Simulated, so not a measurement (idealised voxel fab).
voxel self aligned vias: a process module
Displayed cross-section: cut, width of 260 nm, square cells sized 5 nm.
Just so we're on the same page, the cross-sections are grids of square cells, and they're listed out in bands top to bottom, each band one or more rows deep.
First you get the band's top height and its bottom height, in nm, and then the materials it's made of, left to right, with each width in nm. If you see a single material with "throughout", that one covers the band edge to edge. "empty" is empty space.
It should be noted that heights are counted from 0, beneath which the wafer as supplied is of one material throughout, and that the lowest band possesses no lower boundary but continues downward, as written in "z 0 and below".
A width given as "30 to 40" starts at the first number in the band's top row and ends at the second number in its bottom row, shifting by an equal amount at every step from row to row.
No cell of the cross-section changed in a step that is given as "all unchanged".
The entry "Enclosed void entries" lists the empty spaces that cover at least 8 cells and have no open path to the top. Each is written as width x height at distance, where the distance is measured from the left edge and all three values are in nm.
Read whatever lies past the settings on a step's line as the simulator's own remark about the step.
"overlay nm", when on a step's line for a step with a mask, measures how far to the right of its planned place the mask lay; a negative measure means to the left.
STEPS PLANNED FOR THE PROCESS
1: op RECEIVE | material Si
2: op CONFORMAL_DEP | material SiO2 | thk nm 15
3: op CONFORMAL_DEP | material SiCN | thk nm 5
4: op DIRECTIONAL_DEP | material SiO2 | thk nm 20
5: op DIRECTIONAL_DEP | material aC | thk nm 10
6: op PATTERN | tone open | mask id LINES | material resist | width nm 30 | pitch nm 60 | thk nm 25 | overlay nm 0
7: op DIRECTIONAL_ETCH | etch materials aC | depth nm 10
8: op STRIP | etch materials resist
9: op DIRECTIONAL_ETCH | etch materials SiO2 | depth nm 20
10: op STRIP | etch materials aC
11: op CONFORMAL_DEP | material TiN | thk nm 5
12: op FILL_DEP | material Ru | thk nm 5
13: op CMP | height nm 40
14: op SELECTIVE_ETCH | etch materials W Ru TiN | depth nm 5
15: op FILL_DEP | material SiN | thk nm 10
16: op CMP | height nm 40
17: op DIRECTIONAL_DEP | material SiO2 | thk nm 15
18: op MASKED_ETCH | tone open | mask id VIAS | width nm 40 | pitch nm 120 | etch materials SiO2 | depth nm 15 | overlay nm 0
19: op MASKED_ETCH | tone open | mask id VIAS | width nm 40 | pitch nm 120 | etch materials SiN | depth nm 5 | overlay nm 0
20: op CONFORMAL_DEP | material TiN | thk nm 5
21: op FILL_DEP | material Ru | thk nm 10
22: op CMP | height nm 55
23: op CONFORMAL_DEP | material SiN | thk nm 5
CROSS-SECTIONAL VIEW OF THE WAFER IN ITS AS-RECEIVED CONDITION, CORRESPONDING TO THE STATE AFTER STEP 1
> z 0 and below: Si throughout
> Enclosed void entries: none
WAFER CROSS-SECTION AT END OF MODULE: START AND PLAN AS SHOWN ABOVE, ONE EXECUTION ERROR
> z 60 to 55: SiN throughout
> z 55 to 45: SiO2=50; TiN=5; Ru=30; TiN=5; SiO2=80; TiN=5; Ru=30; TiN=5; SiO2=50
> z 45 to 40: SiO2=50; TiN=10; Ru=20; TiN=10; SiO2=80; TiN=10; Ru=20; TiN=10; SiO2=50
> z 40 to 35: SiO2=55; TiN=30; SiO2=30; SiN=30; SiO2=30; TiN=30; SiO2=55
> z 35 to 25: SiO2=55; TiN=5; Ru=20; TiN=5; SiO2=30; TiN=5; Ru=20; TiN=5; SiO2=30; TiN=5; Ru=20; TiN=5; SiO2=55
> z 25 to 20: SiO2=55; TiN=30; SiO2=30; TiN=30; SiO2=30; TiN=30; SiO2=55
> z 20 to 15: SiCN throughout
> z 15 to 0: SiN throughout
> z 0 and below: Si throughout
> Enclosed void entries: none
In executing the process, a mistake was made relative to the plan: step 2 changed vs plan, executed as op CONFORMAL_DEP | material SiN | thk nm 15
